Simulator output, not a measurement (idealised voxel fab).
Process module heading - voxel wiring stack
It is cross-section cut that appears here, measuring 225 nm in width, its square cells being 5 nm in size.
Cross-section = grid of square cells, listed top down in bands; band = one or more rows.
In this notation a band is specified by the heights of its top and bottom, in that order and in nm, after which its materials appear from left to right, each paired with its width in nm. The word "everywhere" attached to a single material means that material fills the band from edge to edge; the word "air" stands for empty space.
Heights are reckoned from 0. Under this level, the received wafer is all of one material. The bottommost band is open-ended downward, for example "0 nm and below".
Per-row width for "30 to 40": begins at first number (top row of band), ends at second number (bottom row), increment between rows held constant.
"remained unchanged", as given for a step, is the statement that not any cell of the cross-section underwent a change during that step.
Heads up: "Closed void entries" only lists the empty pockets with no open path to the top that are 8 cells or more, and it writes them as width x height at distance, distance from the left edge, in nm.
That trailing text on a step's line, after the settings, is the simulator's own remark on the step.
overlay nm: step with mask; distance mask lay right of planned place; negative value = left of planned place.
-- The steps planned for the process are as follows
1,op RECEIVE | material Si
2,op CONFORMAL_DEP | material SiO2 | thk nm 15
3,op DIRECTIONAL_DEP | material TiN | thk nm 5
4,op DIRECTIONAL_DEP | material Ru | thk nm 20
5,op MASKED_ETCH | tone cover | mask id METAL_1 | width nm 20 | pitch nm 40 | etch materials Ru | depth nm 20 | overlay nm 0
6,op MASKED_ETCH | tone cover | mask id METAL_1 | width nm 20 | pitch nm 40 | etch materials TiN | depth nm 5 | overlay nm 0
7,op FILL_DEP | material lowk | thk nm 5
8,op CMP | height nm 40
9,op CONFORMAL_DEP | material SiCN | thk nm 5
10,op DIRECTIONAL_DEP | material SiO2 | thk nm 20
11,op DIRECTIONAL_DEP | material aC | thk nm 10
12,op PATTERN | tone open | mask id PLUG_1 | material resist | width nm 15 | thk nm 25 | overlay nm 0
13,op DIRECTIONAL_ETCH | etch materials aC | depth nm 10
14,op STRIP | etch materials resist
15,op DIRECTIONAL_ETCH | etch materials SiO2 | depth nm 20
16,op DIRECTIONAL_ETCH | etch materials SiCN | depth nm 5
17,op STRIP | etch materials aC
18,op CONFORMAL_DEP | material TiN | thk nm 5
19,op FILL_DEP | material Ru | thk nm 10
20,op CMP | height nm 65
21,op CONFORMAL_DEP | material SiN | thk nm 5
22,op DIRECTIONAL_DEP | material SiO2 | thk nm 20
23,op DIRECTIONAL_DEP | material aC | thk nm 15
24,op PATTERN | tone open | mask id METAL_2 | material resist | width nm 20 | pitch nm 40 | thk nm 30 | overlay nm 0
25,op DIRECTIONAL_ETCH | etch materials aC | depth nm 15
26,op STRIP | etch materials resist
27,op DIRECTIONAL_ETCH | etch materials SiO2 | depth nm 20
28,op DIRECTIONAL_ETCH | etch materials SiN | depth nm 5
29,op STRIP | etch materials aC
30,op CONFORMAL_DEP | material TiN | thk nm 5
31,op FILL_DEP | material Cu | thk nm 5
32,op CMP | height nm 90
33,op EPI | material Ru | thk nm 5
34,op FILL_DEP | material SiCN | thk nm 5
35,op DIRECTIONAL_DEP | material SiO2 | thk nm 30
36,op MASKED_ETCH | tone open | mask id METAL_3_HOLES | width nm 15 | etch materials SiO2 | depth nm 30 | overlay nm 0
37,op MASKED_ETCH | tone open | mask id METAL_3 | width nm 20 | pitch nm 40 | etch materials SiO2 | depth nm 15 | overlay nm 0
38,op MASKED_ETCH | tone open | mask id METAL_3 | width nm 20 | pitch nm 40 | etch materials SiCN | depth nm 5 | overlay nm 0
39,op CONFORMAL_DEP | material TiN | thk nm 5
40,op FILL_DEP | material Cu | thk nm 10
41,op CMP | height nm 130
42,op CONFORMAL_DEP | material SiN | thk nm 5
-- Cross-section of the incoming wafer, state after step 1
- 0 nm and below  Si everywhere
- Closed void entries: none
-- Figure: cross-sectional view of the wafer upon completion of the module, processed from the initial state and according to the plan depicted above, with one error introduced during execution
- 135 nm to 130 nm  SiN everywhere
- 130 nm to 120 nm  80 nm SiO2 | 5 nm TiN | 10 nm Cu | 5 nm TiN | 20 nm SiO2 | 5 nm TiN | 10 nm Cu | 5 nm TiN | 85 nm SiO2
- 120 nm to 115 nm  80 nm SiO2 | 5 nm TiN | 5 nm Cu | 10 nm TiN | 20 nm SiO2 | 20 nm TiN | 85 nm SiO2
- 115 nm to 100 nm  80 nm SiO2 | 5 nm TiN | 5 nm Cu | 5 nm TiN | 130 nm SiO2
- 100 nm to 95 nm  80 nm SiCN | 15 nm TiN | 130 nm SiCN
- 95 nm to 90 nm  75 nm SiCN | 30 nm Ru | 10 nm SiCN | 30 nm Ru | 80 nm SiCN
- 90 nm to 70 nm  80 nm SiO2 | 5 nm TiN | 10 nm Cu | 5 nm TiN | 20 nm SiO2 | 5 nm TiN | 10 nm Cu | 5 nm TiN | 85 nm SiO2
- 70 nm to 65 nm  80 nm SiN | 20 nm TiN | 20 nm SiN | 20 nm TiN | 85 nm SiN
- 65 nm to 60 nm  85 nm TiN | 5 nm Ru | 135 nm TiN
- 60 nm to 40 nm  80 nm SiO2 | 5 nm TiN | 5 nm Ru | 5 nm TiN | 130 nm SiO2
- 40 nm to 35 nm  80 nm SiCN | 15 nm TiN | 130 nm SiCN
- 35 nm to 20 nm  80 nm lowk | 20 nm Ru | 20 nm lowk | 20 nm Ru | 85 nm lowk
- 20 nm to 15 nm  80 nm lowk | 20 nm TiN | 20 nm lowk | 20 nm TiN | 85 nm lowk
- 15 nm to 0 nm  SiO2 everywhere
- 0 nm and below  Si everywhere
- Closed void entries: none
Run error: step 8 off recipe, ran as op CMP | height nm 35
